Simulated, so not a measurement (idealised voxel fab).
process module | voxel transistor to metal
cross-section cut | 205 nm wide | cells 5 nm
A cross-section is a grid of square cells, given in bands from the top down. A band is one or more rows of cells.
Each band's line starts with the height of the band's top and of its bottom, in nm. Then come its materials from left to right, each with its width in nm. One material with "throughout" fills the band from edge to edge. "air" is empty space.
Height 0 is the level under which the wafer as received is all one material. The lowest band goes on downwards, as in "0 down".
A width such as "30 to 40" changes by the same amount from each row of cells to the next, from the band's top row to its bottom row.
"no change" after a step means that no cell of the cross-section changed.
closed voids: empty space of 8 cells or more with no open way to the top, each as width x height at its distance from the left edge, in nm
after a step's settings: what the simulator itself notes on the step
overlay nm, on a step with a mask: how far to the right of its planned place the mask lay; to the left if negative
plan
1 op RECEIVE | material Si
2 op CONFORMAL_DEP | material SiO2 | thk nm 5
3 op CONFORMAL_DEP | material SiN | thk nm 15
4 op MASKED_ETCH | tone cover | mask id ACTIVE | width nm 115 | etch materials SiN | depth nm 15 | overlay nm 0
5 op MASKED_ETCH | tone cover | mask id ACTIVE | width nm 115 | etch materials SiO2 | depth nm 5 | overlay nm 0
6 op MASKED_ETCH | tone cover | mask id ACTIVE | width nm 115 | etch materials Si | depth nm 30 | overlay nm 0
7 op OXIDIZE | depth nm 5
8 op FILL_DEP | material SiO2 | thk nm 15
9 op CMP | height nm 20
10 op SELECTIVE_ETCH | etch materials SiO2 | depth nm 5
11 op STRIP | etch materials SiN
12 op SELECTIVE_ETCH | etch materials SiO2 | depth nm 5
13 op OXIDIZE | depth nm 5
14 op DIRECTIONAL_DEP | material polySi | thk nm 30
15 op DIRECTIONAL_DEP | material SiCN | thk nm 10
16 op MASKED_ETCH | tone cover | mask id GATE | width nm 25 | etch materials SiCN | depth nm 20 | overlay nm 0
17 op MASKED_ETCH | tone cover | mask id GATE | width nm 25 | etch materials polySi | depth nm 40 | overlay nm 0
18 op CONFORMAL_DEP | material SiN | thk nm 10
19 op DIRECTIONAL_ETCH | etch materials SiN | depth nm 10
20 op DIRECTIONAL_ETCH | etch materials SiO2 | depth nm 5
21 op DIRECTIONAL_ETCH | etch materials Si | depth nm 5
22 op EPI | material SiGe | thk nm 5
23 op FILL_DEP | material SiO2 | thk nm 5
24 op CMP | height nm 40
25 op DIRECTIONAL_DEP | material SiO2 | thk nm 15
26 op DIRECTIONAL_DEP | material aC | thk nm 10
27 op PATTERN | tone open | mask id CONTACT | material resist | width nm 20 | pitch nm 85 | thk nm 30 | overlay nm 0
28 op DIRECTIONAL_ETCH | etch materials aC | depth nm 10
29 op STRIP | etch materials resist
30 op DIRECTIONAL_ETCH | etch materials SiO2 | depth nm 60
31 op STRIP | etch materials aC
32 op CONFORMAL_DEP | material TiN | thk nm 5
33 op FILL_DEP | material W | thk nm 5
34 op CMP | height nm 55
35 op DIRECTIONAL_DEP | material TiN | thk nm 5
36 op DIRECTIONAL_DEP | material W | thk nm 25
37 op MASKED_ETCH | tone cover | mask id METAL_1 | width nm 20 | pitch nm 85 | etch materials W | depth nm 25 | overlay nm 0
38 op MASKED_ETCH | tone cover | mask id METAL_1 | width nm 20 | pitch nm 85 | etch materials TiN | depth nm 5 | overlay nm 0
39 op FILL_DEP | material lowk | thk nm 10
40 op CMP | height nm 85
41 op CONFORMAL_DEP | material SiCN | thk nm 5
42 op DIRECTIONAL_DEP | material SiO2 | thk nm 25
43 op DIRECTIONAL_DEP | material aC | thk nm 15
44 op PATTERN | tone open | mask id METAL_2 | material resist | width nm 20 | pitch nm 85 | thk nm 30 | overlay nm 0
45 op DIRECTIONAL_ETCH | etch materials aC | depth nm 15
46 op STRIP | etch materials resist
47 op DIRECTIONAL_ETCH | etch materials SiO2 | depth nm 15
48 op STRIP | etch materials aC
49 op DIRECTIONAL_DEP | material aC | thk nm 15
50 op PATTERN | tone open | mask id METAL_2_HOLES | material resist | width nm 15 | pitch nm 85 | thk nm 30 | overlay nm 0
51 op DIRECTIONAL_ETCH | etch materials aC | depth nm 15
52 op STRIP | etch materials resist
53 op DIRECTIONAL_ETCH | etch materials SiO2 | depth nm 10
54 op DIRECTIONAL_ETCH | etch materials SiCN | depth nm 5
55 op STRIP | etch materials aC
56 op CONFORMAL_DEP | material TiN | thk nm 5
57 op FILL_DEP | material Ru | thk nm 10
58 op CMP | height nm 115
59 op CONFORMAL_DEP | material SiCN | thk nm 5
first wafer, as planned
as received, after step 1
  0 down: Si throughout
  closed voids: none
after step 2
  5 to 0: SiO2 throughout
  below 0: unchanged
after step 3
  20 to 5: SiN throughout
  below 5: unchanged
after step 4
  20 to 5: air 45 | SiN 115 | air 45
  below 5: unchanged
after step 5
  20 to 5: air 45 | SiN 115 | air 45
  5 to 0: air 45 | SiO2 115 | air 45
  below 0: unchanged
after step 6
  20 to 5: air 45 | SiN 115 | air 45
  5 to 0: air 45 | SiO2 115 | air 45
  0 to -30: air 45 | Si 115 | air 45
  below -30: unchanged
after step 7
  20 to 5: air 45 | SiN 115 | air 45
  5 to 0: air 45 | SiO2 115 | air 45
  0 to -30: air 45 | SiO2 5 | Si 105 | SiO2 5 | air 45
  -30 to -35: SiO2 50 | Si 105 | SiO2 50
  below -35: unchanged
after step 8
  35 to 20: SiO2 throughout
  20 to 5: SiO2 45 | SiN 115 | SiO2 45
  5 to 0: SiO2 throughout
  0 to -35: SiO2 50 | Si 105 | SiO2 50
  below -35: unchanged
after step 9
  20 to 5: SiO2 45 | SiN 115 | SiO2 45
  below 5: unchanged
after step 10
  20 to 15: air 45 | SiN 115 | air 45
  below 15: unchanged
after step 11
  15 to 5: SiO2 45 | air 115 | SiO2 45
  below 5: unchanged
after step 12
  10 to 0: SiO2 40 | air 125 | SiO2 40
  below 0: unchanged
after step 13
  10 to 0: SiO2 40 | air 125 | SiO2 40
  0 to -5: SiO2 throughout
  below -5: unchanged
after step 14
  40 to 30: polySi 40 | air 125 | polySi 40
  30 to 10: polySi throughout
  10 to 0: SiO2 40 | polySi 125 | SiO2 40
  below 0: unchanged
after step 15
  50 to 40: SiCN 40 | air 125 | SiCN 40
  40 to 30: polySi 40 | SiCN 125 | polySi 40
  below 30: unchanged
after step 16
  40 to 30: polySi 40 | air 50 | SiCN 25 | air 50 | polySi 40
  below 30: unchanged
after step 17
  40 to 30: air 90 | SiCN 25 | air 90
  30 to 10: air 90 | polySi 25 | air 90
  10 to 0: SiO2 40 | air 50 | polySi 25 | air 50 | SiO2 40
  below 0: unchanged
after step 18
  50 to 40: air 80 | SiN 45 | air 80
  40 to 30: air 80 | SiN 10 | SiCN 25 | SiN 10 | air 80
  30 to 20: air 80 | SiN 10 | polySi 25 | SiN 10 | air 80
  20 to 10: SiN 50 | air 30 | SiN 10 | polySi 25 | SiN 10 | air 30 | SiN 50
  10 to 0: SiO2 40 | SiN 50 | polySi 25 | SiN 50 | SiO2 40
  below 0: unchanged
after step 19
  40 to 30: air 80 | SiN 10 | SiCN 25 | SiN 10 | air 80
  30 to 10: air 80 | SiN 10 | polySi 25 | SiN 10 | air 80
  10 to 0: SiO2 40 | SiN 10 | air 30 | SiN 10 | polySi 25 | SiN 10 | air 30 | SiN 10 | SiO2 40
  below 0: unchanged
after step 20
  40 to 30: air 80 | SiN 10 | SiCN 25 | SiN 10 | air 80
  30 to 10: air 80 | SiN 10 | polySi 25 | SiN 10 | air 80
  10 to 5: air 40 | SiN 10 | air 30 | SiN 10 | polySi 25 | SiN 10 | air 30 | SiN 10 | air 40
  5 to 0: SiO2 40 | SiN 10 | air 30 | SiN 10 | polySi 25 | SiN 10 | air 30 | SiN 10 | SiO2 40
  0 to -5: SiO2 50 | air 30 | SiO2 45 | air 30 | SiO2 50
  below -5: unchanged
after step 21
  40 to 30: air 80 | SiN 10 | SiCN 25 | SiN 10 | air 80
  30 to 10: air 80 | SiN 10 | polySi 25 | SiN 10 | air 80
  10 to 5: air 40 | SiN 10 | air 30 | SiN 10 | polySi 25 | SiN 10 | air 30 | SiN 10 | air 40
  5 to 0: SiO2 40 | SiN 10 | air 30 | SiN 10 | polySi 25 | SiN 10 | air 30 | SiN 10 | SiO2 40
  0 to -5: SiO2 50 | air 30 | SiO2 45 | air 30 | SiO2 50
  -5 to -10: SiO2 50 | air 30 | Si 45 | air 30 | SiO2 50
  below -10: unchanged
after step 22
  40 to 30: air 80 | SiN 10 | SiCN 25 | SiN 10 | air 80
  30 to 10: air 80 | SiN 10 | polySi 25 | SiN 10 | air 80
  10 to 5: air 40 | SiN 10 | air 30 | SiN 10 | polySi 25 | SiN 10 | air 30 | SiN 10 | air 40
  5 to 0: SiO2 40 | SiN 10 | air 30 | SiN 10 | polySi 25 | SiN 10 | air 30 | SiN 10 | SiO2 40
  0 to -5: SiO2 50 | air 25 | SiGe 5 | SiO2 45 | SiGe 5 | air 25 | SiO2 50
  -5 to -10: SiO2 50 | SiGe 30 | Si 45 | SiGe 30 | SiO2 50
  below -10: unchanged
after step 23
  45 to 40: SiO2 throughout
  40 to 30: SiO2 80 | SiN 10 | SiCN 25 | SiN 10 | SiO2 80
  30 to 10: SiO2 80 | SiN 10 | polySi 25 | SiN 10 | SiO2 80
  10 to 0: SiO2 40 | SiN 10 | SiO2 30 | SiN 10 | polySi 25 | SiN 10 | SiO2 30 | SiN 10 | SiO2 40
  0 to -5: SiO2 75 | SiGe 5 | SiO2 45 | SiGe 5 | SiO2 75
  below -5: unchanged
after step 24
  40 to 30: SiO2 80 | SiN 10 | SiCN 25 | SiN 10 | SiO2 80
  below 30: unchanged
after step 25
  55 to 40: SiO2 throughout
  below 40: unchanged
after step 26
  65 to 55: aC throughout
  below 55: unchanged
after step 27
  95 to 65: resist 50 | air 20 | resist 65 | air 20 | resist 50
  below 65: unchanged
after step 28
  85 to 65: resist 50 | air 20 | resist 65 | air 20 | resist 50
  65 to 55: aC 50 | air 20 | aC 65 | air 20 | aC 50
  below 55: unchanged
after step 29
  65 to 55: aC 50 | air 20 | aC 65 | air 20 | aC 50
  below 55: unchanged
after step 30
  65 to 55: aC 50 | air 20 | aC 65 | air 20 | aC 50
  55 to 40: SiO2 50 | air 20 | SiO2 65 | air 20 | SiO2 50
  40 to 30: SiO2 50 | air 20 | SiO2 10 | SiN 10 | SiCN 25 | SiN 10 | SiO2 10 | air 20 | SiO2 50
  30 to 10: SiO2 50 | air 20 | SiO2 10 | SiN 10 | polySi 25 | SiN 10 | SiO2 10 | air 20 | SiO2 50
  10 to 0: SiO2 40 | SiN 10 | air 20 | SiO2 10 | SiN 10 | polySi 25 | SiN 10 | SiO2 10 | air 20 | SiN 10 | SiO2 40
  0 to -5: SiO2 50 | air 20 | SiO2 5 | SiGe 5 | SiO2 45 | SiGe 5 | SiO2 5 | air 20 | SiO2 50
  below -5: unchanged
after step 31
  55 to 40: SiO2 50 | air 20 | SiO2 65 | air 20 | SiO2 50
  below 40: unchanged
after step 32
  60 to 55: TiN 55 | air 10 | TiN 75 | air 10 | TiN 55
  55 to 40: SiO2 50 | TiN 5 | air 10 | TiN 5 | SiO2 65 | TiN 5 | air 10 | TiN 5 | SiO2 50
  40 to 30: SiO2 50 | TiN 5 | air 10 | TiN 5 | SiO2 10 | SiN 10 | SiCN 25 | SiN 10 | SiO2 10 | TiN 5 | air 10 | TiN 5 | SiO2 50
  30 to 10: SiO2 50 | TiN 5 | air 10 | TiN 5 | SiO2 10 | SiN 10 | polySi 25 | SiN 10 | SiO2 10 | TiN 5 | air 10 | TiN 5 | SiO2 50
  10 to 0: SiO2 40 | SiN 10 | TiN 5 | air 10 | TiN 5 | SiO2 10 | SiN 10 | polySi 25 | SiN 10 | SiO2 10 | TiN 5 | air 10 | TiN 5 | SiN 10 | SiO2 40
  0 to -5: SiO2 50 | TiN 20 | SiO2 5 | SiGe 5 | SiO2 45 | SiGe 5 | SiO2 5 | TiN 20 | SiO2 50
  below -5: unchanged
after step 33
  65 to 60: W throughout
  60 to 55: TiN 55 | W 10 | TiN 75 | W 10 | TiN 55
  55 to 40: SiO2 50 | TiN 5 | W 10 | TiN 5 | SiO2 65 | TiN 5 | W 10 | TiN 5 | SiO2 50
  40 to 30: SiO2 50 | TiN 5 | W 10 | TiN 5 | SiO2 10 | SiN 10 | SiCN 25 | SiN 10 | SiO2 10 | TiN 5 | W 10 | TiN 5 | SiO2 50
  30 to 10: SiO2 50 | TiN 5 | W 10 | TiN 5 | SiO2 10 | SiN 10 | polySi 25 | SiN 10 | SiO2 10 | TiN 5 | W 10 | TiN 5 | SiO2 50
  10 to 0: SiO2 40 | SiN 10 | TiN 5 | W 10 | TiN 5 | SiO2 10 | SiN 10 | polySi 25 | SiN 10 | SiO2 10 | TiN 5 | W 10 | TiN 5 | SiN 10 | SiO2 40
  below 0: unchanged
after step 34
  55 to 40: SiO2 50 | TiN 5 | W 10 | TiN 5 | SiO2 65 | TiN 5 | W 10 | TiN 5 | SiO2 50
  below 40: unchanged
after step 35
  60 to 55: TiN throughout
  below 55: unchanged
after step 36
  85 to 60: W throughout
  below 60: unchanged
after step 37
  85 to 60: air 50 | W 20 | air 65 | W 20 | air 50
  below 60: unchanged
after step 38
  85 to 60: air 50 | W 20 | air 65 | W 20 | air 50
  60 to 55: air 50 | TiN 20 | air 65 | TiN 20 | air 50
  below 55: unchanged
after step 39
  95 to 85: lowk throughout
  85 to 60: lowk 50 | W 20 | lowk 65 | W 20 | lowk 50
  60 to 55: lowk 50 | TiN 20 | lowk 65 | TiN 20 | lowk 50
  below 55: unchanged
after step 40
  85 to 60: lowk 50 | W 20 | lowk 65 | W 20 | lowk 50
  below 60: unchanged
after step 41
  90 to 85: SiCN throughout
  below 85: unchanged
after step 42
  115 to 90: SiO2 throughout
  below 90: unchanged
after step 43
  130 to 115: aC throughout
  below 115: unchanged
after step 44
  160 to 130: resist 50 | air 20 | resist 65 | air 20 | resist 50
  below 130: unchanged
after step 45
  145 to 130: resist 50 | air 20 | resist 65 | air 20 | resist 50
  130 to 115: aC 50 | air 20 | aC 65 | air 20 | aC 50
  below 115: unchanged
after step 46
  130 to 115: aC 50 | air 20 | aC 65 | air 20 | aC 50
  below 115: unchanged
after step 47
  130 to 115: aC 50 | air 20 | aC 65 | air 20 | aC 50
  115 to 100: SiO2 50 | air 20 | SiO2 65 | air 20 | SiO2 50
  below 100: unchanged
after step 48
  115 to 100: SiO2 50 | air 20 | SiO2 65 | air 20 | SiO2 50
  below 100: unchanged
after step 49
  130 to 115: aC 50 | air 20 | aC 65 | air 20 | aC 50
  115 to 100: SiO2 50 | aC 20 | SiO2 65 | aC 20 | SiO2 50
  below 100: unchanged
after step 50
  160 to 130: resist 50 | air 15 | resist 70 | air 15 | resist 55
  130 to 115: aC 50 | air 15 | resist 5 | aC 65 | air 15 | resist 5 | aC 50
  below 115: unchanged
after step 51
  145 to 130: resist 50 | air 15 | resist 70 | air 15 | resist 55
  130 to 115: aC 50 | air 15 | resist 5 | aC 65 | air 15 | resist 5 | aC 50
  115 to 100: SiO2 50 | air 15 | aC 5 | SiO2 65 | air 15 | aC 5 | SiO2 50
  below 100: unchanged
after step 52
  130 to 115: aC 50 | air 20 | aC 65 | air 20 | aC 50
  below 115: unchanged
after step 53
  130 to 115: aC 50 | air 20 | aC 65 | air 20 | aC 50
  115 to 100: SiO2 50 | air 15 | aC 5 | SiO2 65 | air 15 | aC 5 | SiO2 50
  100 to 90: SiO2 50 | air 15 | SiO2 70 | air 15 | SiO2 55
  below 90: unchanged
after step 54
  130 to 115: aC 50 | air 20 | aC 65 | air 20 | aC 50
  115 to 100: SiO2 50 | air 15 | aC 5 | SiO2 65 | air 15 | aC 5 | SiO2 50
  100 to 90: SiO2 50 | air 15 | SiO2 70 | air 15 | SiO2 55
  90 to 85: SiCN 50 | air 15 | SiCN 70 | air 15 | SiCN 55
  below 85: unchanged
after step 55
  115 to 100: SiO2 50 | air 20 | SiO2 65 | air 20 | SiO2 50
  below 100: unchanged
after step 56
  120 to 115: TiN 55 | air 10 | TiN 75 | air 10 | TiN 55
  115 to 105: SiO2 50 | TiN 5 | air 10 | TiN 5 | SiO2 65 | TiN 5 | air 10 | TiN 5 | SiO2 50
  105 to 100: SiO2 50 | TiN 5 | air 5 | TiN 10 | SiO2 65 | TiN 5 | air 5 | TiN 10 | SiO2 50
  100 to 90: SiO2 50 | TiN 5 | air 5 | TiN 5 | SiO2 70 | TiN 5 | air 5 | TiN 5 | SiO2 55
  90 to 85: SiCN 50 | TiN 15 | SiCN 70 | TiN 15 | SiCN 55
  below 85: unchanged
after step 57
  130 to 120: Ru throughout
  120 to 115: TiN 55 | Ru 10 | TiN 75 | Ru 10 | TiN 55
  115 to 105: SiO2 50 | TiN 5 | Ru 10 | TiN 5 | SiO2 65 | TiN 5 | Ru 10 | TiN 5 | SiO2 50
  105 to 100: SiO2 50 | TiN 5 | Ru 5 | TiN 10 | SiO2 65 | TiN 5 | Ru 5 | TiN 10 | SiO2 50
  100 to 90: SiO2 50 | TiN 5 | Ru 5 | TiN 5 | SiO2 70 | TiN 5 | Ru 5 | TiN 5 | SiO2 55
  below 90: unchanged
after step 58
  115 to 105: SiO2 50 | TiN 5 | Ru 10 | TiN 5 | SiO2 65 | TiN 5 | Ru 10 | TiN 5 | SiO2 50
  below 105: unchanged
after step 59
  120 to 115: SiCN throughout
  below 115: unchanged
second wafer: like start, like plan, one mistake. Through step 37 it matches the first wafer
when step 38 should have ended
  85 to 60: air 50 | W 20 | air 65 | W 20 | air 50
  60 to 55: air 50 | TiN 30 | air 55 | TiN 30 | air 40
  below 55: unchanged
when step 39 should have ended
  95 to 85: lowk throughout
  85 to 60: lowk 50 | W 20 | lowk 65 | W 20 | lowk 50
  60 to 55: lowk 50 | TiN 30 | lowk 55 | TiN 30 | lowk 40
  below 55: unchanged
when step 40 should have ended
  85 to 60: lowk 50 | W 20 | lowk 65 | W 20 | lowk 50
  below 60: unchanged
when step 41 should have ended
  90 to 85: SiCN throughout
  below 85: unchanged
when step 42 should have ended
  115 to 90: SiO2 throughout
  below 90: unchanged
when step 43 should have ended
  130 to 115: aC throughout
  below 115: unchanged
when step 44 should have ended
  160 to 130: resist 50 | air 20 | resist 65 | air 20 | resist 50
  below 130: unchanged
when step 45 should have ended
  145 to 130: resist 50 | air 20 | resist 65 | air 20 | resist 50
  130 to 115: aC 50 | air 20 | aC 65 | air 20 | aC 50
  below 115: unchanged
when step 46 should have ended
  130 to 115: aC 50 | air 20 | aC 65 | air 20 | aC 50
  below 115: unchanged
when step 47 should have ended
  130 to 115: aC 50 | air 20 | aC 65 | air 20 | aC 50
  115 to 100: SiO2 50 | air 20 | SiO2 65 | air 20 | SiO2 50
  below 100: unchanged
when step 48 should have ended
  115 to 100: SiO2 50 | air 20 | SiO2 65 | air 20 | SiO2 50
  below 100: unchanged
when step 49 should have ended
  130 to 115: aC 50 | air 20 | aC 65 | air 20 | aC 50
  115 to 100: SiO2 50 | aC 20 | SiO2 65 | aC 20 | SiO2 50
  below 100: unchanged
when step 50 should have ended
  160 to 130: resist 50 | air 15 | resist 70 | air 15 | resist 55
  130 to 115: aC 50 | air 15 | resist 5 | aC 65 | air 15 | resist 5 | aC 50
  below 115: unchanged
when step 51 should have ended
  145 to 130: resist 50 | air 15 | resist 70 | air 15 | resist 55
  130 to 115: aC 50 | air 15 | resist 5 | aC 65 | air 15 | resist 5 | aC 50
  115 to 100: SiO2 50 | air 15 | aC 5 | SiO2 65 | air 15 | aC 5 | SiO2 50
  below 100: unchanged
when step 52 should have ended
  130 to 115: aC 50 | air 20 | aC 65 | air 20 | aC 50
  below 115: unchanged
when step 53 should have ended
  130 to 115: aC 50 | air 20 | aC 65 | air 20 | aC 50
  115 to 100: SiO2 50 | air 15 | aC 5 | SiO2 65 | air 15 | aC 5 | SiO2 50
  100 to 90: SiO2 50 | air 15 | SiO2 70 | air 15 | SiO2 55
  below 90: unchanged
when step 54 should have ended
  130 to 115: aC 50 | air 20 | aC 65 | air 20 | aC 50
  115 to 100: SiO2 50 | air 15 | aC 5 | SiO2 65 | air 15 | aC 5 | SiO2 50
  100 to 90: SiO2 50 | air 15 | SiO2 70 | air 15 | SiO2 55
  90 to 85: SiCN 50 | air 15 | SiCN 70 | air 15 | SiCN 55
  below 85: unchanged
when step 55 should have ended
  115 to 100: SiO2 50 | air 20 | SiO2 65 | air 20 | SiO2 50
  below 100: unchanged
when step 56 should have ended
  120 to 115: TiN 55 | air 10 | TiN 75 | air 10 | TiN 55
  115 to 105: SiO2 50 | TiN 5 | air 10 | TiN 5 | SiO2 65 | TiN 5 | air 10 | TiN 5 | SiO2 50
  105 to 100: SiO2 50 | TiN 5 | air 5 | TiN 10 | SiO2 65 | TiN 5 | air 5 | TiN 10 | SiO2 50
  100 to 90: SiO2 50 | TiN 5 | air 5 | TiN 5 | SiO2 70 | TiN 5 | air 5 | TiN 5 | SiO2 55
  90 to 85: SiCN 50 | TiN 15 | SiCN 70 | TiN 15 | SiCN 55
  below 85: unchanged
when step 57 should have ended
  130 to 120: Ru throughout
  120 to 115: TiN 55 | Ru 10 | TiN 75 | Ru 10 | TiN 55
  115 to 105: SiO2 50 | TiN 5 | Ru 10 | TiN 5 | SiO2 65 | TiN 5 | Ru 10 | TiN 5 | SiO2 50
  105 to 100: SiO2 50 | TiN 5 | Ru 5 | TiN 10 | SiO2 65 | TiN 5 | Ru 5 | TiN 10 | SiO2 50
  100 to 90: SiO2 50 | TiN 5 | Ru 5 | TiN 5 | SiO2 70 | TiN 5 | Ru 5 | TiN 5 | SiO2 55
  below 90: unchanged
when step 58 should have ended
  115 to 105: SiO2 50 | TiN 5 | Ru 10 | TiN 5 | SiO2 65 | TiN 5 | Ru 10 | TiN 5 | SiO2 50
  below 105: unchanged
when step 59 should have ended
  120 to 115: SiCN throughout
  below 115: unchanged
what went wrong: step 38 ran as: op MASKED_ETCH | tone cover | mask id METAL_1 | width nm 20 | pitch nm 85 | etch materials TiN | depth nm 5 | overlay nm 10
at the end the second wafer has, in cells: 4 more of TiN | 4 fewer of lowk
